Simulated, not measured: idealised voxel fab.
The name of this process module is voxel quadruple lines.
Xsec cut, 245 nm wide, square cell size 5 nm.
In what follows, cross-sections appear as grids of square cells, described through bands that run from the top down, where every band is one or more rows of cells. Band: top and bottom heights (nm) first, top before bottom; then materials from left to right, widths in nm. "throughout" marks a sole material filling the band edge to edge. "air" denotes empty space. All heights in this document are referenced to 0, defined as the level beneath which the wafer, as received, consists entirely of one material. The lowest band is not bounded below; it extends indefinitely downward and is written in the form "0 and below". Read "30..40" as a graded width: first number on top, second number at the bottom, same change between each pair of neighbouring rows. Any step labelled "remained unchanged" changed none of the cells in the cross-section. Any empty space of 8 cells or more lacking an open way to the top shows up in "Completely sealed voids" as width x height at distance, distance from the left edge, in nm. Post-settings text on a step line: simulator's own remark regarding the step. If you see "overlay nm" on a step's line and that step has a mask, it's telling you how far right of where it was planned the mask ended up; a negative number means it went left instead.

### plan
| 1 | RECEIVE, material Si |
| 2 | CONFORMAL_DEP, material Al2O3, thk nm 10 |
| 3 | DIRECTIONAL_DEP, material TiN, thk nm 10 |
| 4 | DIRECTIONAL_DEP, material polySi, thk nm 15 |
| 5 | DIRECTIONAL_DEP, material aC, thk nm 25 |
| 6 | PATTERN, tone cover, mask id MANDREL, material resist, width nm 25, pitch nm 80, thk nm 35, overlay nm 0 |
| 7 | DIRECTIONAL_ETCH, etch materials aC, depth nm 25 |
| 8 | STRIP, etch materials resist |
| 9 | CONFORMAL_DEP, material SiO2, thk nm 15 |
| 10 | DIRECTIONAL_ETCH, etch materials SiO2, depth nm 15 |
| 11 | STRIP, etch materials aC |
| 12 | DIRECTIONAL_ETCH, etch materials polySi, depth nm 15 |
| 13 | STRIP, etch materials SiO2 |
| 14 | CONFORMAL_DEP, material SiN, thk nm 5 |
| 15 | DIRECTIONAL_ETCH, etch materials SiN, depth nm 5 |
| 16 | STRIP, etch materials polySi |
| 17 | DIRECTIONAL_ETCH, etch materials TiN, depth nm 10 |
| 18 | STRIP, etch materials SiN |

### The cross-section here shows the wafer as received, i.e. in its state after step 1
* 0 and below = Si throughout
* Completely sealed voids: none

### One mistake in running the module, otherwise start and plan as above: cross-section at the end
* 20 down to 10 = air: 55  TiN: 5  air: 15  TiN: 5  air: 15  TiN: 5  air: 15  TiN: 5  air: 15  TiN: 5  air: 15  TiN: 5  air: 15  TiN: 5  air: 15  TiN: 5  air: 45
* 10 down to 0 = Al2O3 throughout
* 0 and below = Si throughout
* Completely sealed voids: none
Against the plan, the run slipped here: step 6 went in with a setting other than planned; the actual run was PATTERN, tone cover, mask id MANDREL, material resist, width nm 25, pitch nm 80, thk nm 35, overlay nm 5
